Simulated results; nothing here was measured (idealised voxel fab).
Proc. module: voxel double patterning
Cross-section cut: width 260 nm, square cells of 5 nm.
In this document a cross-section is written as a grid of square cells. It is given as a series of bands, listed from the top down, and a band is one or more rows of cells.
In this notation a band is specified by the heights of its top and bottom, in that order and in nm, after which its materials appear from left to right, each paired with its width in nm. The word "all across" attached to a single material means that material fills the band from edge to edge; the word "air" stands for empty space.
The level at which height equals 0 is the one under which the wafer, as it arrives, is entirely one material. No lower edge exists for the bottom band, which continues downward and is notated as in "from 0 down".
Width: "30->40" (first number = top row, second number = bottom row, same change from row to row of cells).
Any step labelled "no alteration" changed none of the cells in the cross-section.
The entry titled "Enclosed void list" provides the empty spaces that have no open way to the top, restricted to those of 8 cells or more. Each is presented as width x height at distance, the distance being measured from the left edge, with all three in nm.
That trailing text on a step's line, after the settings, is the simulator's own remark on the step.
"overlay nm" answers the question of how far to the right of plan the mask lay on a step that has a mask, and when it is negative the answer is to the left.

PLANNED STEP LIST FOR THE PROCESS
| 1 | RECEIVE, material Si |
| 2 | CONFORMAL_DEP, material SiN, thk nm 10 |
| 3 | DIRECTIONAL_DEP, material SiO2, thk nm 15 |
| 4 | DIRECTIONAL_DEP, material SiCN, thk nm 10 |
| 5 | PATTERN, tone open, mask id FIRST, material resist, width nm 15, pitch nm 50, thk nm 15, overlay nm 0 |
| 6 | DIRECTIONAL_ETCH, etch materials SiCN, depth nm 10 |
| 7 | STRIP, etch materials resist |
| 8 | DIRECTIONAL_DEP, material aC, thk nm 15 |
| 9 | PATTERN, tone open, mask id SECOND, material resist, width nm 15, thk nm 35, overlay nm 0 |
| 10 | DIRECTIONAL_ETCH, etch materials aC, depth nm 15 |
| 11 | STRIP, etch materials resist |
| 12 | DIRECTIONAL_ETCH, etch materials SiCN, depth nm 10 |
| 13 | STRIP, etch materials aC |
| 14 | DIRECTIONAL_ETCH, etch materials SiO2, depth nm 15 |
| 15 | STRIP, etch materials SiCN |

THE FIRST WAFER OF TWO, PROCESSED AS PLANNED

DELIVERED WAFER IN CROSS-SECTION: STATE AFTER STEP 1
from 0 down = Si all across
Enclosed void list: none

THE WAFER, SEEN IN CROSS-SECTION, AFTER STEP 2
from 10 to 0 = SiN all across
No changes below 0.

THE WAFER, SEEN IN CROSS-SECTION, AFTER STEP 3
from 25 to 10 = SiO2 all across
No changes below 10.

THE WAFER, SEEN IN CROSS-SECTION, AFTER STEP 4
from 35 to 25 = SiCN all across
No changes below 25.

THE WAFER, SEEN IN CROSS-SECTION, AFTER STEP 5
from 50 to 35 = resist 95 nm / air 15 nm / resist 35 nm / air 15 nm / resist 100 nm
No changes below 35.

THE WAFER, SEEN IN CROSS-SECTION, AFTER STEP 6
from 50 to 35 = resist 95 nm / air 15 nm / resist 35 nm / air 15 nm / resist 100 nm
from 35 to 25 = SiCN 95 nm / air 15 nm / SiCN 35 nm / air 15 nm / SiCN 100 nm
No changes below 25.

THE WAFER, SEEN IN CROSS-SECTION, AFTER STEP 7
from 35 to 25 = SiCN 95 nm / air 15 nm / SiCN 35 nm / air 15 nm / SiCN 100 nm
No changes below 25.

THE WAFER, SEEN IN CROSS-SECTION, AFTER STEP 8
from 50 to 40 = aC 95 nm / air 15 nm / aC 35 nm / air 15 nm / aC 100 nm
from 40 to 35 = aC all across
from 35 to 25 = SiCN 95 nm / aC 15 nm / SiCN 35 nm / aC 15 nm / SiCN 100 nm
No changes below 25.

THE WAFER, SEEN IN CROSS-SECTION, AFTER STEP 9
from 85 to 50 = resist 120 nm / air 15 nm / resist 125 nm
from 50 to 40 = aC 95 nm / resist 15 nm / aC 35 nm / resist 15 nm / aC 100 nm
No changes below 40.

THE WAFER, SEEN IN CROSS-SECTION, AFTER STEP 10
from 70 to 50 = resist 120 nm / air 15 nm / resist 125 nm
from 50 to 40 = aC 95 nm / resist 15 nm / aC 10 nm / air 15 nm / aC 10 nm / resist 15 nm / aC 100 nm
from 40 to 35 = aC 120 nm / air 15 nm / aC 125 nm
No changes below 35.

THE WAFER, SEEN IN CROSS-SECTION, AFTER STEP 11
from 50 to 40 = aC 95 nm / air 15 nm / aC 10 nm / air 15 nm / aC 10 nm / air 15 nm / aC 100 nm
No changes below 40.

THE WAFER, SEEN IN CROSS-SECTION, AFTER STEP 12
from 50 to 40 = aC 95 nm / air 15 nm / aC 10 nm / air 15 nm / aC 10 nm / air 15 nm / aC 100 nm
from 40 to 35 = aC 120 nm / air 15 nm / aC 125 nm
from 35 to 25 = SiCN 95 nm / aC 15 nm / SiCN 10 nm / air 15 nm / SiCN 10 nm / aC 15 nm / SiCN 100 nm
No changes below 25.

THE WAFER, SEEN IN CROSS-SECTION, AFTER STEP 13
from 35 to 25 = SiCN 95 nm / air 15 nm / SiCN 10 nm / air 15 nm / SiCN 10 nm / air 15 nm / SiCN 100 nm
No changes below 25.

THE WAFER, SEEN IN CROSS-SECTION, AFTER STEP 14
from 35 to 25 = SiCN 95 nm / air 15 nm / SiCN 10 nm / air 15 nm / SiCN 10 nm / air 15 nm / SiCN 100 nm
from 25 to 10 = SiO2 95 nm / air 15 nm / SiO2 10 nm / air 15 nm / SiO2 10 nm / air 15 nm / SiO2 100 nm
No changes below 10.

THE WAFER, SEEN IN CROSS-SECTION, AFTER STEP 15
from 25 to 10 = SiO2 95 nm / air 15 nm / SiO2 10 nm / air 15 nm / SiO2 10 nm / air 15 nm / SiO2 100 nm
No changes below 10.

THE SECOND WAFER: COMMON ORIGIN AND PLAN, ONE MISTAKE IN EXECUTION, IDENTICAL TO THE FIRST THROUGH STEP 13

SECOND WAFER, CROSS-SECTION, PLANNED END OF STEP 14
from 35 to 25 = SiCN 95 nm / air 15 nm / SiCN 10 nm / air 15 nm / SiCN 10 nm / air 15 nm / SiCN 100 nm
from 25 to 20 = SiO2 95 nm / air 15 nm / SiO2 10 nm / air 15 nm / SiO2 10 nm / air 15 nm / SiO2 100 nm
No changes below 20.

SECOND WAFER, CROSS-SECTION, PLANNED END OF STEP 15
from 25 to 20 = SiO2 95 nm / air 15 nm / SiO2 10 nm / air 15 nm / SiO2 10 nm / air 15 nm / SiO2 100 nm
No changes below 20.
What went wrong in running the wafer? off-plan run, step 14, actual operation and settings DIRECTIONAL_ETCH, etch materials SiO2, depth nm 5
Materials where the second wafer ends with more or fewer cells than the first: +18 SiO2
